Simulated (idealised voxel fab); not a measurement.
The following process module bears the name voxel transistor to metal.
The width of the displayed cross-section, cut, is 200 nm; its cells are square, with a size of 5 nm.
Cross-section format: a grid of square cells, given as bands from top to bottom; each band is one or more rows of cells.
Each band's line starts with the height of the band's top and of its bottom, in nm. Then come its materials from left to right, each with its width in nm. One material with "all across" fills the band from edge to edge. "blank" is empty space.
Beneath 0, the wafer as received is one material, and that level is where height counting begins. The lowest band goes on downward without a bottom; it is written like "0 and below".
The expression "30->40" gives the width at the extremes of the band, the first number at its top row of cells and the second at its bottom row, with the width changing by equal amounts from each row to the next in between.
"no modification" for a step: no cell of the cross-section changed in that step.
Closed-off voids of 8+ cells (no open route to the top) go in "Closed empty spaces", written width x height at distance from the left edge, in nm.
Where a step's line continues beyond its settings, the continuation is a remark by the simulator itself on that step.
The optional step-line setting "overlay nm" applies to steps with a mask and quantifies how far to the right of its planned location the mask lay, a negative value indicating leftward placement.

Below is the list of planned process steps
- 1: op RECEIVE | material Si
- 2: op CONFORMAL_DEP | material SiO2 | thk nm 5
- 3: op CONFORMAL_DEP | material SiN | thk nm 15
- 4: op DIRECTIONAL_DEP | material aC | thk nm 10
- 5: op PATTERN | tone cover | mask id ACTIVE | material resist | width nm 110 | thk nm 30 | overlay nm 0
- 6: op DIRECTIONAL_ETCH | etch materials aC | depth nm 10
- 7: op STRIP | etch materials resist
- 8: op DIRECTIONAL_ETCH | etch materials SiN | depth nm 15
- 9: op DIRECTIONAL_ETCH | etch materials SiO2 | depth nm 5
- 10: op DIRECTIONAL_ETCH | etch materials Si | depth nm 30
- 11: op STRIP | etch materials aC
- 12: op OXIDIZE | depth nm 5
- 13: op FILL_DEP | material SiO2 | thk nm 15
- 14: op CMP | height nm 20
- 15: op SELECTIVE_ETCH | etch materials SiO2 | depth nm 10
- 16: op STRIP | etch materials SiN
- 17: op SELECTIVE_ETCH | etch materials SiO2 | depth nm 5
- 18: op OXIDIZE | depth nm 5
- 19: op DIRECTIONAL_DEP | material polySi | thk nm 25
- 20: op DIRECTIONAL_DEP | material SiCN | thk nm 10
- 21: op MASKED_ETCH | tone cover | mask id GATE | width nm 20 | etch materials SiCN | depth nm 20 | overlay nm 0
- 22: op MASKED_ETCH | tone cover | mask id GATE | width nm 20 | etch materials polySi | depth nm 35 | overlay nm 0
- 23: op CONFORMAL_DEP | material SiO2 | thk nm 5
- 24: op DIRECTIONAL_ETCH | etch materials SiO2 | depth nm 5
- 25: op CONFORMAL_DEP | material SiN | thk nm 5
- 26: op DIRECTIONAL_ETCH | etch materials SiN | depth nm 5
- 27: op DIRECTIONAL_ETCH | etch materials SiO2 | depth nm 5
- 28: op DIRECTIONAL_ETCH | etch materials Si | depth nm 15
- 29: op EPI | material nSi | thk nm 15
- 30: op FILL_DEP | material SiO2 | thk nm 10
- 31: op CMP | height nm 35
- 32: op DIRECTIONAL_DEP | material SiO2 | thk nm 10
- 33: op DIRECTIONAL_DEP | material aC | thk nm 15
- 34: op PATTERN | tone open | mask id CONTACT | material resist | width nm 15 | pitch nm 75 | thk nm 35 | overlay nm 0
- 35: op DIRECTIONAL_ETCH | etch materials aC | depth nm 15
- 36: op STRIP | etch materials resist
- 37: op DIRECTIONAL_ETCH | etch materials SiO2 | depth nm 50
- 38: op STRIP | etch materials aC
- 39: op CONFORMAL_DEP | material TiN | thk nm 5
- 40: op FILL_DEP | material Ru | thk nm 10
- 41: op CMP | height nm 45
- 42: op DIRECTIONAL_DEP | material TiN | thk nm 5
- 43: op DIRECTIONAL_DEP | material Ru | thk nm 15
- 44: op DIRECTIONAL_DEP | material aC | thk nm 10
- 45: op PATTERN | tone cover | mask id METAL_1 | material resist | width nm 15 | pitch nm 75 | thk nm 30 | overlay nm 0
- 46: op DIRECTIONAL_ETCH | etch materials aC | depth nm 10
- 47: op STRIP | etch materials resist
- 48: op DIRECTIONAL_ETCH | etch materials Ru | depth nm 15
- 49: op DIRECTIONAL_ETCH | etch materials TiN | depth nm 5
- 50: op STRIP | etch materials aC
- 51: op FILL_DEP | material SiO2 | thk nm 10
- 52: op CMP | height nm 65
- 53: op CONFORMAL_DEP | material SiCN | thk nm 5
- 54: op DIRECTIONAL_DEP | material SiO2 | thk nm 30
- 55: op DIRECTIONAL_DEP | material aC | thk nm 15
- 56: op PATTERN | tone open | mask id METAL_2 | material resist | width nm 15 | pitch nm 75 | thk nm 30 | overlay nm 0
- 57: op DIRECTIONAL_ETCH | etch materials aC | depth nm 15
- 58: op STRIP | etch materials resist
- 59: op DIRECTIONAL_ETCH | etch materials SiO2 | depth nm 20
- 60: op STRIP | etch materials aC
- 61: op PATTERN | tone open | mask id METAL_2_HOLES | material resist | width nm 15 | pitch nm 75 | thk nm 20 | overlay nm 0
- 62: op DIRECTIONAL_ETCH | etch materials SiO2 | depth nm 10
- 63: op DIRECTIONAL_ETCH | etch materials SiCN | depth nm 5
- 64: op STRIP | etch materials resist
- 65: op CONFORMAL_DEP | material TiN | thk nm 5
- 66: op FILL_DEP | material Cu | thk nm 5
- 67: op CMP | height nm 100
- 68: op CONFORMAL_DEP | material SiN | thk nm 5

Wafer at receipt (post step 1), cross-section
* 0 and below | Si all across
* Closed empty spaces: none

Cross-section at module end, one run error; start and plan unchanged from above
* 105 down to 100 | SiN all across
* 100 down to 70 | SiO2 (55), TiN (5), Cu (5), TiN (5), SiO2 (60), TiN (5), Cu (5), TiN (5), SiO2 (55)
* 70 down to 65 | SiCN (55), TiN (15), SiCN (60), TiN (15), SiCN (55)
* 65 down to 50 | SiO2 (55), Ru (15), SiO2 (60), Ru (15), SiO2 (55)
* 50 down to 45 | Cu all across
* 45 down to 35 | SiO2 (55), TiN (5), Ru (5), TiN (5), SiO2 (60), TiN (5), Ru (5), TiN (5), SiO2 (55)
* 35 down to 25 | SiO2 (55), TiN (5), Ru (5), TiN (5), SiO2 (10), SiN (5), SiO2 (5), SiCN (20), SiO2 (5), SiN (5), SiO2 (10), TiN (5), Ru (5), TiN (5), SiO2 (55)
* 25 down to 15 | SiO2 (55), TiN (5), Ru (5), TiN (5), SiO2 (10), SiN (5), SiO2 (5), polySi (20), SiO2 (5), SiN (5), SiO2 (10), TiN (5), Ru (5), TiN (5), SiO2 (55)
* 15 down to 10 | SiO2 (55), TiN (15), SiO2 (10), SiN (5), SiO2 (5), polySi (20), SiO2 (5), SiN (5), SiO2 (10), TiN (15), SiO2 (55)
* 10 down to 5 | SiO2 (55), TiN (10), nSi (15), SiN (5), SiO2 (5), polySi (20), SiO2 (5), SiN (5), nSi (15), TiN (10), SiO2 (55)
* 5 down to 0 | SiO2 (45), SiN (5), SiO2 (5), TiN (10), nSi (15), SiN (5), SiO2 (5), polySi (20), SiO2 (5), SiN (5), nSi (15), TiN (10), SiO2 (5), SiN (5), SiO2 (45)
* 0 down to -5 | SiO2 (55), TiN (10), nSi (15), SiO2 (40), nSi (15), TiN (10), SiO2 (55)
* -5 down to -20 | SiO2 (50), nSi (30), Si (40), nSi (30), SiO2 (50)
* -20 down to -35 | SiO2 (50), Si (100), SiO2 (50)
* -35 and below | Si all across
* Closed empty spaces: none
Deviation noted in wafer processing: step 42 ran as: op DIRECTIONAL_DEP | material Cu | thk nm 5
